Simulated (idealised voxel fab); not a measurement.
A process module follows: voxel released beams.
The width of the displayed cross-section, cut, is 210 nm; its cells are square, with a size of 5 nm.
Square cells in a grid make up a cross-section in this document, and the grid is given as bands, listed from the top down, each one or more rows of cells. What a band's entry tells you: where the top is and where the bottom is, as heights in nm, and after that what lies inside, material by material from left to right, each with its width in nm. Empty space is written as the word "air", and a single material marked with the word "all across" occupies the band from edge to edge. A quick word on heights: they are counted from 0, and under that level the wafer as it came to us is one material throughout. The lowest band is different from the rest in having no bottom; it simply continues downward, written as in "0 down". The expression "30->40" gives the width at the extremes of the band, the first number at its top row of cells and the second at its bottom row, with the width changing by equal amounts from each row to the next in between. Take "same as before" at face value: in the step it is given for, the cross-section changed in none of its cells. Look at "Unvented internal voids" for the closed voids: empty spaces with no open path to the top, sized 8 cells or up. Each is width x height at distance, distance from the left edge, all nm. Step line, after settings: the simulator's comment on this step. What "overlay nm" on a step's line means: if the step has a mask, that mask lay this far to the right of its planned place, or, when the value is negative, to the left.

-- Planned step list for the process
1. RECEIVE,material Si
2. CONFORMAL_DEP,material Al2O3,thk nm 10
3. DIRECTIONAL_DEP,material SiO2,thk nm 10
4. PATTERN,tone open,mask id ANCHOR,material resist,width nm 35,thk nm 15,overlay nm 0
5. DIRECTIONAL_ETCH,etch materials SiO2,depth nm 10
6. STRIP,etch materials resist
7. CONFORMAL_DEP,material SiN,thk nm 15
8. PATTERN,tone cover,mask id BEAM,material resist,width nm 105,thk nm 15,overlay nm 0
9. DIRECTIONAL_ETCH,etch materials SiN,depth nm 5
10. STRIP,etch materials resist
11. STRIP,etch materials SiO2
The wafers are alike at the start. At step 9, their depth nm differs. The plan lists the first wafer's value.

-- Cross-section of the first of several wafers as received (after step 1)
    0 down = Si all across
    Unvented internal voids: none

-- The figure below presents a cross-section of the first of several wafers at the conclusion of the module, following its last step, step 11
    35 to 30 = air 50 nm; SiN 20 nm; air 5 nm; SiN 80 nm; air 55 nm
    30 to 25 = SiN 70 nm; air 5 nm; SiN 135 nm
    25 to 20 = SiN all across
    20 to 10 = SiO2 55 nm; SiN 35 nm; SiO2 120 nm
    10 to 0 = Al2O3 all across
    0 down = Si all across
    Unvented internal voids: none

-- Cross-section, last wafer, module completion
    35 to 25 = air 50 nm; SiN 20 nm; air 5 nm; SiN 80 nm; air 55 nm
    25 to 20 = air 50 nm; SiN 105 nm; air 55 nm
    20 to 10 = air 55 nm; SiN 35 nm; air 120 nm
    10 to 0 = Al2O3 all across
    0 down = Si all across
    Unvented internal voids: none

-- Per wafer (row), end of module: delta in cells per material since receipt, (+) for gained, (-) for lost; closed voids after that
depth nm 5 | +84 Al2O3 | +117 SiN | +70 SiO2 | Unvented internal voids: none
depth nm 10 | +84 Al2O3 | +96 SiN | +70 SiO2 | Unvented internal voids: none
depth nm 15 | +84 Al2O3 | +75 SiN | Unvented internal voids: none
depth nm 20 | +84 Al2O3 | +75 SiN | Unvented internal voids: none
depth nm 25 | +84 Al2O3 | +75 SiN | Unvented internal voids: none
depth nm 30 | +84 Al2O3 | +75 SiN | Unvented internal voids: none
